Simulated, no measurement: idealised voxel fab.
Process module, titled voxel capacitor over wiring
Xsec cut, 250 nm wide, square cell size 5 nm.
Cross-section format: a grid of square cells, given as bands from top to bottom; each band is one or more rows of cells.
The band entry comprises the height of the band's top followed by the height of its bottom, expressed in nm, and subsequently the band's materials from left to right, each stated together with its width in nm. Where a single material is marked with the word "everywhere", that material fills the band from edge to edge. The word "blank" represents empty space.
A quick word on heights: they are counted from 0, and under that level the wafer as it came to us is one material throughout. The lowest band is different from the rest in having no bottom; it simply continues downward, written as in "0 down".
Graded width ("30->40"): value in top row of band = first number; value in bottom row = second number; row-to-row change constant.
What does "everything unchanged" mean for a step? It means no cell of the cross-section changed in that step.
Enclosed voids (no open way to top), threshold 8 cells or more, entry "Voids, sealed", notation width x height at distance, distance from left edge, nm.
On each step's line, the part that comes after the settings is the simulator's own comment on the step.
overlay nm, on a step with a mask: how far to the right of its planned place the mask lay; to the left if negative
The following list gives the planned process steps
1,RECEIVE,material Si
2,CONFORMAL_DEP,material SiO2,thk nm 10
3,DIRECTIONAL_DEP,material TiN,thk nm 5
4,DIRECTIONAL_DEP,material W,thk nm 15
5,DIRECTIONAL_DEP,material aC,thk nm 15
6,PATTERN,tone cover,mask id METAL_1,material resist,width nm 20,pitch nm 70,thk nm 30,overlay nm -15
7,DIRECTIONAL_ETCH,etch materials aC,depth nm 15
8,STRIP,etch materials resist
9,DIRECTIONAL_ETCH,etch materials W,depth nm 15
10,DIRECTIONAL_ETCH,etch materials TiN,depth nm 5
11,STRIP,etch materials aC
12,FILL_DEP,material lowk,thk nm 5
13,CMP,height nm 30
14,CONFORMAL_DEP,material SiCN,thk nm 5
15,DIRECTIONAL_DEP,material lowk,thk nm 10
16,DIRECTIONAL_DEP,material aC,thk nm 15
17,PATTERN,tone open,mask id PLUG_1,material resist,width nm 15,thk nm 35,overlay nm 0
18,DIRECTIONAL_ETCH,etch materials aC,depth nm 15
19,STRIP,etch materials resist
20,DIRECTIONAL_ETCH,etch materials lowk,depth nm 10
21,DIRECTIONAL_ETCH,etch materials SiCN,depth nm 5
22,STRIP,etch materials aC
23,CONFORMAL_DEP,material TiN,thk nm 5
24,FILL_DEP,material Ru,thk nm 10
25,CMP,height nm 45
26,DIRECTIONAL_DEP,material TiN,thk nm 10
27,DIRECTIONAL_DEP,material Al2O3,thk nm 5
28,DIRECTIONAL_DEP,material TiN,thk nm 5
29,PATTERN,tone cover,mask id UPPER_PLATE,material resist,width nm 55,thk nm 20,overlay nm 0
30,DIRECTIONAL_ETCH,etch materials TiN,depth nm 5
31,DIRECTIONAL_ETCH,etch materials Al2O3,depth nm 5
32,STRIP,etch materials resist
33,PATTERN,tone cover,mask id LOWER_PLATE,material resist,width nm 65,thk nm 20,overlay nm 0
34,DIRECTIONAL_ETCH,etch materials TiN,depth nm 10
35,STRIP,etch materials resist
36,FILL_DEP,material SiO2,thk nm 20
37,CMP,height nm 80
38,MASKED_ETCH,tone open,mask id PLUG_2,width nm 15,etch materials SiO2,depth nm 15,overlay nm 0
39,CONFORMAL_DEP,material TiN,thk nm 5
40,FILL_DEP,material W,thk nm 5
41,CMP,height nm 80
42,CONFORMAL_DEP,material SiCN,thk nm 5
Quick note for whoever runs this: the wafers start identical, but the overlay nm at step 6 isn't the same across them. The plan just shows what the first wafer had.
Here's the first of the wafers in cross-section, just as we got it, i.e. after step 1
	0 down: Si everywhere
	Voids, sealed: none
So in this table every wafer gets its own row, and what you see is where it stands at the end of the module: for each material, how many cells it picked up (+) or gave up (-) since we received it, and after that its closed voids
overlay nm -15, +11 Al2O3, +2 Ru, +97 SiCN, +393 SiO2, +59 TiN, +26 W, +262 lowk, Voids, sealed: none
overlay nm -10, +11 Al2O3, +2 Ru, +97 SiCN, +393 SiO2, +59 TiN, +26 W, +262 lowk, Voids, sealed: none
overlay nm -5, +11 Al2O3, +2 Ru, +97 SiCN, +393 SiO2, +59 TiN, +26 W, +262 lowk, Voids, sealed: none
overlay nm 0, +11 Al2O3, +2 Ru, +97 SiCN, +393 SiO2, +59 TiN, +26 W, +262 lowk, Voids, sealed: none
overlay nm 5, +11 Al2O3, +2 Ru, +97 SiCN, +393 SiO2, +59 TiN, +26 W, +262 lowk, Voids, sealed: none
overlay nm 10, +11 Al2O3, +2 Ru, +97 SiCN, +393 SiO2, +59 TiN, +26 W, +262 lowk, Voids, sealed: none
overlay nm 15, +11 Al2O3, +2 Ru, +97 SiCN, +393 SiO2, +59 TiN, +26 W, +262 lowk, Voids, sealed: none
